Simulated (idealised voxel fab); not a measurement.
The name of this process module is voxel wiring stack.
FYI the section here is cut, 225 nm wide, cells are 5 nm squares.
For the purposes of this document, a cross-section shall be understood as a grid of square cells, specified as bands listed in top-to-bottom order, each band consisting of one or more rows of cells. Look at the band entry: it leads with the top's height and the bottom's height in nm. Then it lists the materials left to right, with a width in nm for each. The word "everywhere" on a single material says that material fills the band edge to edge. The word "air" is empty space. Heights from 0 (as-received wafer is one material below). Bottom band endless downward, as "0 down". The notation "30..40" denotes a width that varies across the rows of cells in the band, beginning at the first number in the top row, finishing at the second number in the bottom row, and changing by an identical amount from each row to the next. "no modification" (step): cross-section cells unchanged, all of them. "Tabulated closed voids": empty spaces of 8 cells or more with no open way to the top, each given as width x height at distance, distance from the left edge, all in nm. Where a step's line continues beyond its settings, the continuation is a remark by the simulator itself on that step. overlay nm: right-of-plan distance of the mask on a masked step; negative values mean left-of-plan.

[These are the steps we planned for the process]
- 1: RECEIVE,material Si
- 2: CONFORMAL_DEP,material SiO2,thk nm 10
- 3: DIRECTIONAL_DEP,material TiN,thk nm 5
- 4: DIRECTIONAL_DEP,material Ru,thk nm 20
- 5: DIRECTIONAL_DEP,material aC,thk nm 10
- 6: PATTERN,tone cover,mask id METAL_1,material resist,width nm 30,pitch nm 50,thk nm 30,overlay nm -5
- 7: DIRECTIONAL_ETCH,etch materials aC,depth nm 10
- 8: STRIP,etch materials resist
- 9: DIRECTIONAL_ETCH,etch materials Ru,depth nm 20
- 10: DIRECTIONAL_ETCH,etch materials TiN,depth nm 5
- 11: STRIP,etch materials aC
- 12: CONFORMAL_DEP,material SiCN,thk nm 5
- 13: FILL_DEP,material lowk,thk nm 5
- 14: CMP,height nm 35
- 15: CONFORMAL_DEP,material SiCN,thk nm 5
- 16: DIRECTIONAL_DEP,material lowk,thk nm 15
- 17: MASKED_ETCH,tone open,mask id PLUG_1,width nm 15,pitch nm 50,etch materials lowk,depth nm 15,overlay nm 0
- 18: MASKED_ETCH,tone open,mask id PLUG_1,width nm 15,pitch nm 50,etch materials SiCN,depth nm 5,overlay nm 0
- 19: CONFORMAL_DEP,material TiN,thk nm 5
- 20: FILL_DEP,material Cu,thk nm 10
- 21: CMP,height nm 55
- 22: DIRECTIONAL_DEP,material TiN,thk nm 5
- 23: DIRECTIONAL_DEP,material W,thk nm 20
- 24: PATTERN,tone cover,mask id METAL_2,material resist,width nm 30,pitch nm 50,thk nm 15,overlay nm 0
- 25: DIRECTIONAL_ETCH,etch materials W,depth nm 20
- 26: DIRECTIONAL_ETCH,etch materials TiN,depth nm 5
- 27: STRIP,etch materials resist
- 28: FILL_DEP,material lowk,thk nm 5
- 29: CMP,height nm 80
- 30: CONFORMAL_DEP,material SiCN,thk nm 5
- 31: DIRECTIONAL_DEP,material SiO2,thk nm 10
- 32: PATTERN,tone open,mask id PLUG_2,material resist,width nm 15,pitch nm 100,thk nm 20,overlay nm 0
- 33: DIRECTIONAL_ETCH,etch materials SiO2,depth nm 10
- 34: DIRECTIONAL_ETCH,etch materials SiCN,depth nm 5
- 35: STRIP,etch materials resist
- 36: EPI,material Ru,thk nm 10
- 37: EPI,material Ru,thk nm 5
- 38: DIRECTIONAL_DEP,material TiN,thk nm 5
- 39: DIRECTIONAL_DEP,material Ru,thk nm 25
- 40: PATTERN,tone cover,mask id METAL_3,material resist,width nm 30,pitch nm 50,thk nm 20,overlay nm 0
- 41: DIRECTIONAL_ETCH,etch materials Ru,depth nm 25
- 42: DIRECTIONAL_ETCH,etch materials TiN,depth nm 5
- 43: STRIP,etch materials resist
- 44: FILL_DEP,material lowk,thk nm 10
- 45: CMP,height nm 125
- 46: CONFORMAL_DEP,material SiN,thk nm 5
Variable across wafers: step 6 overlay nm (plan value is that of the first wafer; starting state common to all).

[Sectional view: first of several wafers, as received, after step 1]
	0 down: Si everywhere
	Tabulated closed voids: none

[Gained (+) or lost (-) cells of each material since receipt, then closed voids: one row per wafer, at the end of the module]
overlay nm -5; +12 Cu; +234 Ru; +125 SiCN; +45 SiN; +168 SiO2; +108 TiN; +96 W; +382 lowk; Tabulated closed voids: none
overlay nm 0; +12 Cu; +234 Ru; +125 SiCN; +45 SiN; +168 SiO2; +108 TiN; +96 W; +382 lowk; Tabulated closed voids: none
overlay nm 5; +12 Cu; +234 Ru; +125 SiCN; +45 SiN; +168 SiO2; +108 TiN; +96 W; +382 lowk; Tabulated closed voids: none
overlay nm 10; +12 Cu; +234 Ru; +125 SiCN; +45 SiN; +168 SiO2; +108 TiN; +96 W; +382 lowk; Tabulated closed voids: none
